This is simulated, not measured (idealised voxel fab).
Presented below is a process module, voxel capacitor over wiring.
Shown is cross-section cut, with a width of 240 nm and square cells of size 5 nm.
In this document a cross-section is written as a grid of square cells. It is given as a series of bands, listed from the top down, and a band is one or more rows of cells. Basically the band line says how high the top is and how high the bottom is, in nm, and then what's in it from left to right, every material with its width in nm. Empty space shows up as "air", and if a single material carries "everywhere" it runs the full band edge to edge. Measure heights from 0. That's the level where, below it, the as-received wafer is all one material. The lowest band is bottomless and extends downward; write it as in "0 nm and below". Read "30..40" as a graded width: first number on top, second number at the bottom, same change between each pair of neighbouring rows. Where the words "nothing was modified" appear for a step, the cross-section shows no cell changed by that step; every cell remained as before. The label "Enclosed cavities" introduces a list of the empty spaces, 8 cells or larger, that have no open way up to the top; each entry in it reads width x height at distance, where the distance is taken from the left edge and all three are stated in nm. Post-settings text on a step line: simulator's own remark regarding the step. overlay nm: on a step with a mask, how far right of its planned place the mask lay; negative means left.

**plan**
1: RECEIVE, material Si
2: CONFORMAL_DEP, material SiO2, thk nm 15
3: DIRECTIONAL_DEP, material TiN, thk nm 5
4: DIRECTIONAL_DEP, material W, thk nm 25
5: PATTERN, tone cover, mask id METAL_1, material resist, width nm 25, pitch nm 90, thk nm 20, overlay nm 0
6: DIRECTIONAL_ETCH, etch materials W, depth nm 25
7: DIRECTIONAL_ETCH, etch materials TiN, depth nm 5
8: STRIP, etch materials resist
9: CONFORMAL_DEP, material SiN, thk nm 5
10: FILL_DEP, material lowk, thk nm 5
11: CMP, height nm 45
12: CONFORMAL_DEP, material SiCN, thk nm 5
13: DIRECTIONAL_DEP, material SiO2, thk nm 15
14: DIRECTIONAL_DEP, material aC, thk nm 15
15: PATTERN, tone open, mask id PLUG_1, material resist, width nm 15, thk nm 30, overlay nm 0
16: DIRECTIONAL_ETCH, etch materials aC, depth nm 15
17: STRIP, etch materials resist
18: DIRECTIONAL_ETCH, etch materials SiO2, depth nm 15
19: DIRECTIONAL_ETCH, etch materials SiCN, depth nm 5
20: STRIP, etch materials aC
21: CONFORMAL_DEP, material TiN, thk nm 5
22: FILL_DEP, material Ru, thk nm 10
23: CMP, height nm 65
24: DIRECTIONAL_DEP, material TiN, thk nm 5
25: DIRECTIONAL_DEP, material Al2O3, thk nm 5
26: DIRECTIONAL_DEP, material TiN, thk nm 5
27: DIRECTIONAL_DEP, material aC, thk nm 10
28: PATTERN, tone cover, mask id UPPER_PLATE, material resist, width nm 70, thk nm 25, overlay nm 0
29: DIRECTIONAL_ETCH, etch materials aC, depth nm 10
30: STRIP, etch materials resist
31: DIRECTIONAL_ETCH, etch materials TiN, depth nm 5
32: DIRECTIONAL_ETCH, etch materials Al2O3, depth nm 5
33: STRIP, etch materials aC
34: PATTERN, tone cover, mask id LOWER_PLATE, material resist, width nm 80, thk nm 15, overlay nm -15
35: DIRECTIONAL_ETCH, etch materials TiN, depth nm 5
36: STRIP, etch materials resist
37: FILL_DEP, material SiO2, thk nm 15
38: CMP, height nm 90
39: PATTERN, tone open, mask id PLUG_2, material resist, width nm 15, thk nm 15, overlay nm 0
40: DIRECTIONAL_ETCH, etch materials SiO2, depth nm 10
41: STRIP, etch materials resist
42: CONFORMAL_DEP, material TiN, thk nm 5
43: FILL_DEP, material Ru, thk nm 5
44: CMP, height nm 90
45: CONFORMAL_DEP, material SiN, thk nm 5
Heads up: all these wafers start the same, and what changes between them is the overlay nm in step 34. The value you see in the plan is just what the first wafer got.

**The first of several wafers, as received after step 1, seen in section**
0 nm and below: Si everywhere
Enclosed cavities: none

**First wafer of several, cross-section, module end, after step 45 (last)**
95 nm to 90 nm: SiN everywhere
90 nm to 85 nm: SiO2 80 nm; TiN 5 nm; Ru 5 nm; TiN 5 nm; SiO2 145 nm
85 nm to 75 nm: SiO2 80..70 nm; TiN 15..60 nm; SiO2 145..110 nm
75 nm to 70 nm: SiO2 70 nm; Al2O3 70 nm; SiO2 100 nm
70 nm to 65 nm: SiO2 50 nm; TiN 90 nm; SiO2 100 nm
65 nm to 50 nm: SiO2 70 nm; TiN 5 nm; Ru 5 nm; TiN 5 nm; SiO2 155 nm
50 nm to 45 nm: SiCN 70 nm; TiN 15 nm; SiCN 155 nm
45 nm to 20 nm: lowk 55 nm; SiN 5 nm; W 25 nm; SiN 5 nm; lowk 55 nm; SiN 5 nm; W 25 nm; SiN 5 nm; lowk 60 nm
20 nm to 15 nm: SiN 60 nm; TiN 25 nm; SiN 65 nm; TiN 25 nm; SiN 65 nm
15 nm to 0 nm: SiO2 everywhere
0 nm and below: Si everywhere
Enclosed cavities: none

**Last wafer x-sec, end of module**
95 nm to 90 nm: SiN everywhere
90 nm to 85 nm: SiO2 80 nm; TiN 5 nm; Ru 5 nm; TiN 5 nm; SiO2 145 nm
85 nm to 75 nm: SiO2 80 nm; TiN 15..60 nm; SiO2 145..100 nm
75 nm to 70 nm: SiO2 70 nm; Al2O3 70 nm; SiO2 100 nm
70 nm to 65 nm: SiO2 70 nm; TiN 90 nm; SiO2 80 nm
65 nm to 50 nm: SiO2 70 nm; TiN 5 nm; Ru 5 nm; TiN 5 nm; SiO2 155 nm
50 nm to 45 nm: SiCN 70 nm; TiN 15 nm; SiCN 155 nm
45 nm to 20 nm: lowk 55 nm; SiN 5 nm; W 25 nm; SiN 5 nm; lowk 55 nm; SiN 5 nm; W 25 nm; SiN 5 nm; lowk 60 nm
20 nm to 15 nm: SiN 60 nm; TiN 25 nm; SiN 65 nm; TiN 25 nm; SiN 65 nm
15 nm to 0 nm: SiO2 everywhere
0 nm and below: Si everywhere
Enclosed cavities: none

**What follows is a table in which each wafer occupies a row; for the wafer as it stands at the close of the module, the row states, material by material, how many cells have been gained (+) or lost (-) since receipt, and then gives its closed voids**
overlay nm -15; +14 Al2O3; +4 Ru; +45 SiCN; +106 SiN; +469 SiO2; +54 TiN; +50 W; +170 lowk; Enclosed cavities: none
overlay nm -10; +14 Al2O3; +4 Ru; +45 SiCN; +106 SiN; +469 SiO2; +54 TiN; +50 W; +170 lowk; Enclosed cavities: none
overlay nm -5; +14 Al2O3; +4 Ru; +45 SiCN; +106 SiN; +469 SiO2; +54 TiN; +50 W; +170 lowk; Enclosed cavities: none
overlay nm 0; +14 Al2O3; +4 Ru; +45 SiCN; +106 SiN; +469 SiO2; +54 TiN; +50 W; +170 lowk; Enclosed cavities: none
overlay nm 5; +14 Al2O3; +4 Ru; +45 SiCN; +106 SiN; +469 SiO2; +54 TiN; +50 W; +170 lowk; Enclosed cavities: none
overlay nm 10; +14 Al2O3; +4 Ru; +45 SiCN; +106 SiN; +469 SiO2; +54 TiN; +50 W; +170 lowk; Enclosed cavities: none
overlay nm 15; +14 Al2O3; +4 Ru; +45 SiCN; +106 SiN; +469 SiO2; +54 TiN; +50 W; +170 lowk; Enclosed cavities: none
